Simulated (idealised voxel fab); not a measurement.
process module | voxel capacitor over wiring
cross-section cut | 190 nm wide | cells 5 nm
A cross-section is a grid of square cells, given in bands from the top down. A band is one or more rows of cells.
Each band's line starts with the height of the band's top and of its bottom, in nm. Then come its materials from left to right, each with its width in nm. One material with "throughout" fills the band from edge to edge. "air" is empty space.
Height 0 is the level under which the wafer as received is all one material. The lowest band goes on downwards, as in "0 down".
A width such as "30 to 40" changes by the same amount from each row of cells to the next, from the band's top row to its bottom row.
"no change" after a step means that no cell of the cross-section changed.
closed voids: empty space of 8 cells or more with no open way to the top, each as width x height at its distance from the left edge, in nm
after a step's settings: what the simulator itself notes on the step
overlay nm, on a step with a mask: how far to the right of its planned place the mask lay; to the left if negative
plan
1 op RECEIVE | material Si
2 op CONFORMAL_DEP | material SiO2 | thk nm 15
3 op DIRECTIONAL_DEP | material TiN | thk nm 5
4 op DIRECTIONAL_DEP | material Ru | thk nm 20
5 op PATTERN | tone cover | mask id METAL_1 | material resist | width nm 25 | pitch nm 95 | thk nm 20 | overlay nm 0
6 op DIRECTIONAL_ETCH | etch materials Ru | depth nm 20
7 op DIRECTIONAL_ETCH | etch materials TiN | depth nm 5
8 op STRIP | etch materials resist
9 op CONFORMAL_DEP | material SiN | thk nm 5
10 op FILL_DEP | material SiO2 | thk nm 5
11 op CMP | height nm 40
12 op CONFORMAL_DEP | material SiCN | thk nm 5
13 op DIRECTIONAL_DEP | material SiO2 | thk nm 15
14 op DIRECTIONAL_DEP | material aC | thk nm 15
15 op PATTERN | tone open | mask id PLUG_1 | material resist | width nm 15 | thk nm 30 | overlay nm 0
16 op DIRECTIONAL_ETCH | etch materials aC | depth nm 15
17 op STRIP | etch materials resist
18 op DIRECTIONAL_ETCH | etch materials SiO2 | depth nm 15
19 op DIRECTIONAL_ETCH | etch materials SiCN | depth nm 5
20 op STRIP | etch materials aC
21 op CONFORMAL_DEP | material TiN | thk nm 5
22 op FILL_DEP | material W | thk nm 5
23 op CMP | height nm 60
24 op DIRECTIONAL_DEP | material TiN | thk nm 10
25 op DIRECTIONAL_DEP | material HfO2 | thk nm 5
26 op DIRECTIONAL_DEP | material TiN | thk nm 10
27 op PATTERN | tone cover | mask id UPPER_PLATE | material resist | width nm 75 | thk nm 15 | overlay nm 0
28 op DIRECTIONAL_ETCH | etch materials TiN | depth nm 10
29 op DIRECTIONAL_ETCH | etch materials HfO2 | depth nm 5
30 op STRIP | etch materials resist
31 op PATTERN | tone cover | mask id LOWER_PLATE | material resist | width nm 85 | thk nm 15 | overlay nm 0
32 op DIRECTIONAL_ETCH | etch materials TiN | depth nm 10
33 op STRIP | etch materials resist
34 op FILL_DEP | material SiO2 | thk nm 20
35 op CMP | height nm 100
36 op DIRECTIONAL_DEP | material aC | thk nm 15
37 op PATTERN | tone open | mask id PLUG_2 | material resist | width nm 15 | thk nm 30 | overlay nm 0
38 op DIRECTIONAL_ETCH | etch materials aC | depth nm 15
39 op STRIP | etch materials resist
40 op DIRECTIONAL_ETCH | etch materials SiO2 | depth nm 15
41 op STRIP | etch materials aC
42 op CONFORMAL_DEP | material TiN | thk nm 5
43 op FILL_DEP | material Cu | thk nm 10
44 op CMP | height nm 100
45 op CONFORMAL_DEP | material SiCN | thk nm 5
as received, after step 1
  0 down: Si throughout
  closed voids: none
a wafer at the end: this start, this plan, one mistake
  105 to 100: SiCN throughout
  100 to 90: SiO2 55 | TiN 5 | Cu 5 | TiN 5 | SiO2 120
  90 to 85: SiO2 55 | TiN 15 | SiO2 120
  85 to 75: SiO2 45 | TiN 75 | SiO2 70
  75 to 70: SiO2 45 | HfO2 75 | SiO2 70
  70 to 60: SiO2 40 | TiN 85 | SiO2 65
  60 to 45: SiO2 45 | TiN 5 | W 5 | TiN 5 | SiO2 130
  45 to 40: SiCN 45 | TiN 15 | SiCN 130
  40 to 35: SiO2 30 | SiN 5 | Ru 25 | SiN 5 | SiO2 60 | SiN 5 | Ru 25 | SiN 5 | SiO2 30
  35 to 30: SiN 35 | TiN 25 | SiN 70 | TiN 25 | SiN 35
  30 to 0: SiO2 throughout
  0 down: Si throughout
  closed voids: none
what went wrong: step 2 was run twice
